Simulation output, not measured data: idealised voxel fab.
process module | voxel trench capacitor
cross-section cut | 205 nm wide | cells 5 nm
A cross-section is a grid of square cells, given in bands from the top down. A band is one or more rows of cells.
Each band's line starts with the height of the band's top and of its bottom, in nm. Then come its materials from left to right, each with its width in nm. One material with "throughout" fills the band from edge to edge. "air" is empty space.
Height 0 is the level under which the wafer as received is all one material. The lowest band goes on downwards, as in "0 down".
A width such as "30 to 40" changes by the same amount from each row of cells to the next, from the band's top row to its bottom row.
"no change" after a step means that no cell of the cross-section changed.
closed voids: empty space of 8 cells or more with no open way to the top, each as width x height at its distance from the left edge, in nm
after a step's settings: what the simulator itself notes on the step
overlay nm, on a step with a mask: how far to the right of its planned place the mask lay; to the left if negative
plan
1 op RECEIVE | material Si
2 op CONFORMAL_DEP | material SiN | thk nm 10
3 op DIRECTIONAL_DEP | material aC | thk nm 15
4 op PATTERN | tone open | mask id TRENCH | material resist | width nm 15 | pitch nm 50 | thk nm 35 | overlay nm 0
5 op DIRECTIONAL_ETCH | etch materials aC | depth nm 15
6 op STRIP | etch materials resist
7 op DIRECTIONAL_ETCH | etch materials SiN | depth nm 10
8 op DIRECTIONAL_ETCH | etch materials Si | depth nm 25
9 op STRIP | etch materials aC
10 op CONFORMAL_DEP | material SiO2 | thk nm 5
11 op FILL_DEP | material polySi | thk nm 10
12 op CMP | height nm 10
varied across the wafers: width nm of step 4. The plan shows the first wafer's value. All wafers start alike
first wafer as received, after step 1
  0 down: Si throughout
  closed voids: none
each wafer at the end: cells of each material gained (+) or lost (-) since it was received, then its closed voids
width nm 15 | -45 Si | +64 SiN | +45 SiO2 | +18 polySi | closed voids: none
width nm 20 | -60 Si | +58 SiN | +48 SiO2 | +36 polySi | closed voids: none
width nm 25 | -75 Si | +52 SiN | +51 SiO2 | +54 polySi | closed voids: none
width nm 30 | -90 Si | +46 SiN | +54 SiO2 | +72 polySi | closed voids: none
width nm 35 | -105 Si | +40 SiN | +57 SiO2 | +90 polySi | closed voids: none
